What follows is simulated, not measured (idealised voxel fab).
process module | voxel local oxidation
cross-section cut | 230 nm wide | cells 5 nm
A cross-section is a grid of square cells, given in bands from the top down. A band is one or more rows of cells.
Each band's line starts with the height of the band's top and of its bottom, in nm. Then come its materials from left to right, each with its width in nm. One material with "throughout" fills the band from edge to edge. "air" is empty space.
Height 0 is the level under which the wafer as received is all one material. The lowest band goes on downwards, as in "0 down".
A width such as "30 to 40" changes by the same amount from each row of cells to the next, from the band's top row to its bottom row.
"no change" after a step means that no cell of the cross-section changed.
closed voids: empty space of 8 cells or more with no open way to the top, each as width x height at its distance from the left edge, in nm
after a step's settings: what the simulator itself notes on the step
overlay nm, on a step with a mask: how far to the right of its planned place the mask lay; to the left if negative
plan
1 op RECEIVE | material Si
2 op CONFORMAL_DEP | material SiO2 | thk nm 5
3 op CONFORMAL_DEP | material SiN | thk nm 15
4 op PATTERN | tone cover | mask id ACTIVE | material resist | width nm 90 | thk nm 15 | overlay nm 0
5 op DIRECTIONAL_ETCH | etch materials SiN | depth nm 15
6 op STRIP | etch materials resist
7 op SELECTIVE_ETCH | etch materials SiO2 | depth nm 5
8 op OXIDIZE | depth nm 10
9 op STRIP | etch materials SiN
as received, after step 1
  0 down: Si throughout
  closed voids: none
a wafer at the end: this start, this plan, one mistake
  5 to 0: air 75 | SiO2 80 | air 75
  0 to -15: SiO2 90 | Si 50 | SiO2 90
  -15 down: Si throughout
  closed voids: none
what went wrong: step 8 ran as: op OXIDIZE | depth nm 15
